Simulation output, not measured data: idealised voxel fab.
process module | voxel quadruple lines
cross-section cut | 270 nm wide | cells 5 nm
A cross-section is a grid of square cells, given in bands from the top down. A band is one or more rows of cells.
Each band's line starts with the height of the band's top and of its bottom, in nm. Then come its materials from left to right, each with its width in nm. One material with "throughout" fills the band from edge to edge. "air" is empty space.
Height 0 is the level under which the wafer as received is all one material. The lowest band goes on downwards, as in "0 down".
A width such as "30 to 40" changes by the same amount from each row of cells to the next, from the band's top row to its bottom row.
"no change" after a step means that no cell of the cross-section changed.
closed voids: empty space of 8 cells or more with no open way to the top, each as width x height at its distance from the left edge, in nm
after a step's settings: what the simulator itself notes on the step
overlay nm, on a step with a mask: how far to the right of its planned place the mask lay; to the left if negative
plan
1 op RECEIVE | material Si
2 op CONFORMAL_DEP | material Al2O3 | thk nm 10
3 op DIRECTIONAL_DEP | material TiN | thk nm 10
4 op DIRECTIONAL_DEP | material polySi | thk nm 15
5 op DIRECTIONAL_DEP | material aC | thk nm 25
6 op PATTERN | tone cover | mask id MANDREL | material resist | width nm 15 | pitch nm 60 | thk nm 30 | overlay nm 0
7 op DIRECTIONAL_ETCH | etch materials aC | depth nm 25
8 op STRIP | etch materials resist
9 op CONFORMAL_DEP | material SiO2 | thk nm 10
10 op DIRECTIONAL_ETCH | etch materials SiO2 | depth nm 10
11 op STRIP | etch materials aC
12 op DIRECTIONAL_ETCH | etch materials polySi | depth nm 15
13 op STRIP | etch materials SiO2
14 op CONFORMAL_DEP | material SiCN | thk nm 5
15 op DIRECTIONAL_ETCH | etch materials SiCN | depth nm 5
16 op STRIP | etch materials polySi
17 op DIRECTIONAL_ETCH | etch materials TiN | depth nm 10
18 op STRIP | etch materials SiCN
varied across the wafers: width nm of step 6. The plan shows the first wafer's value. All wafers start alike
first wafer as received, after step 1
  0 down: Si throughout
  closed voids: none
first wafer at the end, after step 18
  20 to 10: air 85 | TiN 5 | air 10 | TiN 5 | air 5 | TiN 5 | air 10 | TiN 5 | air 15 | TiN 5 | air 10 | TiN 5 | air 5 | TiN 5 | air 10 | TiN 5 | air 80
  10 to 0: Al2O3 throughout
  0 down: Si throughout
  closed voids: none
last wafer at the end
  20 to 10: air 75 | TiN 5 | air 10 | TiN 5 | air 25 | TiN 5 | air 10 | TiN 5 | air 10 | TiN 5 | air 25 | TiN 5 | air 10 | TiN 5 | air 70
  10 to 0: Al2O3 throughout
  0 down: Si throughout
  closed voids: none
each wafer at the end: cells of each material gained (+) or lost (-) since it was received, then its closed voids
width nm 15 | +108 Al2O3 | +16 TiN | closed voids: none
width nm 20 | +108 Al2O3 | +16 TiN | closed voids: none
width nm 25 | +108 Al2O3 | +16 TiN | closed voids: none
width nm 30 | +108 Al2O3 | +16 TiN | closed voids: none
width nm 35 | +108 Al2O3 | +14 TiN | closed voids: none
